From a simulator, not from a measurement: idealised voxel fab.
process module | voxel transistor to metal
cross-section cut | 300 nm wide | cells 5 nm
A cross-section is a grid of square cells, given in bands from the top down. A band is one or more rows of cells.
Each band's line starts with the height of the band's top and of its bottom, in nm. Then come its materials from left to right, each with its width in nm. One material with "throughout" fills the band from edge to edge. "air" is empty space.
Height 0 is the level under which the wafer as received is all one material. The lowest band goes on downwards, as in "0 down".
A width such as "30 to 40" changes by the same amount from each row of cells to the next, from the band's top row to its bottom row.
"no change" after a step means that no cell of the cross-section changed.
closed voids: empty space of 8 cells or more with no open way to the top, each as width x height at its distance from the left edge, in nm
after a step's settings: what the simulator itself notes on the step
overlay nm, on a step with a mask: how far to the right of its planned place the mask lay; to the left if negative
plan
1 op RECEIVE | material Si
2 op CONFORMAL_DEP | material SiO2 | thk nm 5
3 op CONFORMAL_DEP | material SiN | thk nm 10
4 op PATTERN | tone cover | mask id ACTIVE | material resist | width nm 100 | pitch nm 125 | thk nm 20 | overlay nm 0
5 op DIRECTIONAL_ETCH | etch materials SiN | depth nm 10
6 op DIRECTIONAL_ETCH | etch materials SiO2 | depth nm 5
7 op DIRECTIONAL_ETCH | etch materials Si | depth nm 20
8 op STRIP | etch materials resist
9 op FILL_DEP | material SiO2 | thk nm 5
10 op CMP | height nm 15
11 op SELECTIVE_ETCH | etch materials SiO2 | depth nm 5
12 op STRIP | etch materials SiN
13 op SELECTIVE_ETCH | etch materials SiO2 | depth nm 5
14 op OXIDIZE | depth nm 5
15 op DIRECTIONAL_DEP | material polySi | thk nm 25
16 op DIRECTIONAL_DEP | material SiCN | thk nm 10
17 op PATTERN | tone cover | mask id GATE | material resist | width nm 20 | pitch nm 125 | thk nm 20 | overlay nm 0
18 op DIRECTIONAL_ETCH | etch materials SiCN | depth nm 20
19 op DIRECTIONAL_ETCH | etch materials polySi | depth nm 35
20 op STRIP | etch materials resist
21 op CONFORMAL_DEP | material SiN | thk nm 10
22 op DIRECTIONAL_ETCH | etch materials SiN | depth nm 10
23 op DIRECTIONAL_ETCH | etch materials SiO2 | depth nm 5
24 op EPI | material nSi | thk nm 5
25 op FILL_DEP | material SiO2 | thk nm 5
26 op CMP | height nm 35
27 op DIRECTIONAL_DEP | material SiO2 | thk nm 10
28 op PATTERN | tone open | mask id CONTACT | material resist | width nm 25 | thk nm 20 | overlay nm 0
29 op DIRECTIONAL_ETCH | etch materials SiO2 | depth nm 45
30 op STRIP | etch materials resist
31 op CONFORMAL_DEP | material TiN | thk nm 5
32 op FILL_DEP | material W | thk nm 5
33 op CMP | height nm 45
34 op DIRECTIONAL_DEP | material TiN | thk nm 5
35 op DIRECTIONAL_DEP | material Ru | thk nm 25
36 op MASKED_ETCH | tone cover | mask id METAL_1 | width nm 15 | etch materials Ru | depth nm 25 | overlay nm 0
37 op MASKED_ETCH | tone cover | mask id METAL_1 | width nm 15 | etch materials TiN | depth nm 5 | overlay nm 0
38 op FILL_DEP | material SiO2 | thk nm 5
39 op CMP | height nm 75
40 op CONFORMAL_DEP | material SiN | thk nm 5
as received, after step 1
  0 down: Si throughout
  closed voids: none
a wafer at the end: this start, this plan, one mistake
  80 to 75: SiN throughout
  75 to 50: SiO2 45 | Ru 15 | SiO2 50 | Ru 15 | SiO2 45 | Ru 15 | SiO2 50 | Ru 15 | SiO2 50
  50 to 45: SiO2 45 | TiN 15 | SiO2 50 | TiN 15 | SiO2 45 | TiN 15 | SiO2 50 | TiN 15 | SiO2 50
  45 to 35: SiO2 45 | TiN 5 | polySi 15 to 10 | TiN 5 to 10 | SiO2 30 | TiN 5 to 10 | polySi 15 to 10 | TiN 5 | SiO2 45 | TiN 5 | polySi 15 to 10 | TiN 5 to 10 | SiO2 30 | TiN 5 to 10 | polySi 15 to 10 | TiN 5 | SiO2 50
  35 to 25: SiO2 45 | TiN 5 | polySi 10 | TiN 5 | SiN 10 | SiCN 20 | SiN 10 | TiN 5 | polySi 10 | TiN 5 | SiO2 45 | TiN 5 | polySi 10 | TiN 5 | SiN 10 | SiCN 20 | SiN 10 | TiN 5 | polySi 10 | TiN 5 | SiO2 50
  25 to 5: SiO2 45 | TiN 5 | polySi 10 | TiN 5 | SiN 10 | polySi 20 | SiN 10 | TiN 5 | polySi 10 | TiN 5 | SiO2 45 | TiN 5 | polySi 10 | TiN 5 | SiN 10 | polySi 20 | SiN 10 | TiN 5 | polySi 10 | TiN 5 | SiO2 50
  5 to 0: SiO2 30 | SiN 10 | SiO2 5 | TiN 20 | SiN 10 | polySi 20 | SiN 10 | TiN 20 | SiO2 5 | SiN 10 | SiO2 15 | SiN 10 | SiO2 5 | TiN 20 | SiN 10 | polySi 20 | SiN 10 | TiN 20 | SiO2 5 | SiN 10 | SiO2 35
  0 to -5: SiO2 40 | nSi 25 | SiO2 40 | nSi 25 | SiO2 35 | nSi 25 | SiO2 40 | nSi 25 | SiO2 45
  -5 to -20: SiO2 35 | Si 100 | SiO2 25 | Si 100 | SiO2 40
  -20 down: Si throughout
  closed voids: none
what went wrong: step 32 ran as: op FILL_DEP | material polySi | thk nm 5
